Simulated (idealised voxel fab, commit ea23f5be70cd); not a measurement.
The following process module bears the name voxel tone inversion.
Pictured: cross-section cut, 180 nm wide, on a grid of 5 nm square cells.
Heads up, the way a cross-section reads in here is a grid of square cells, handed over as bands from the top down, with every band being one or more rows of cells.
In this notation a band is specified by the heights of its top and bottom, in that order and in nm, after which its materials appear from left to right, each paired with its width in nm. The word "everywhere" attached to a single material means that material fills the band from edge to edge; the word "empty" stands for empty space.
Counting heights begins at 0, where everything beneath is, in the wafer as received, one material. The lowest band has no bottom; it goes on downwards, as "0 and below" shows.
A width such as "30 to 40" changes by the same amount from each row of cells to the next, from the band's top row to its bottom row.
Given "identical to before" for a step, no cell of the cross-section differs between before and after that step.
"Closed void entries" contains a list of empty spaces, each no smaller than 8 cells and without an open way to the top, written in the form width x height at distance with the distance from the left edge and all three in nm.
On each step's line, the part that comes after the settings is the simulator's own comment on the step.
When a step includes a mask, the "overlay nm" setting on its line states how far to the right of its planned place that mask lay, and negative values state how far to the left.

-- The following list gives the planned process steps
| 1 | RECEIVE | material Si |
| 2 | CONFORMAL_DEP | material SiN | thk nm 5 |
| 3 | DIRECTIONAL_DEP | material aC | thk nm 15 |
| 4 | PATTERN | tone cover | mask id POSTS | material resist | width nm 20 | pitch nm 35 | thk nm 25 | overlay nm 0 |
| 5 | DIRECTIONAL_ETCH | etch materials aC | depth nm 15 |
| 6 | STRIP | etch materials resist |
| 7 | FILL_DEP | material SiO2 | thk nm 5 |
| 8 | CMP | height nm 20 |
| 9 | STRIP | etch materials aC |

-- Cross-section of the wafer at receipt, which is the condition after step 1
> 0 and below | Si everywhere
> Closed void entries: none

-- First of two wafers: cross-section at end of module, run per plan
> 20 down to 5 | SiO2 (45)  empty (20)  SiO2 (15)  empty (20)  SiO2 (15)  empty (20)  SiO2 (45)
> 5 down to 0 | SiN everywhere
> 0 and below | Si everywhere
> Closed void entries: none

-- Same start, same plan as the first wafer - but one mistake in the run. Cross-section of the second of the two at the end of the module
> 20 down to 15 | SiN everywhere
> 15 down to 0 | aC everywhere
> 0 and below | Si everywhere
> Closed void entries: none
Plan not followed: note: step 2 <-> step 3, run order reversed vs plan
End check, counted in cells, second wafer has more or fewer of these materials than the first: -72 SiO2 | +108 aC
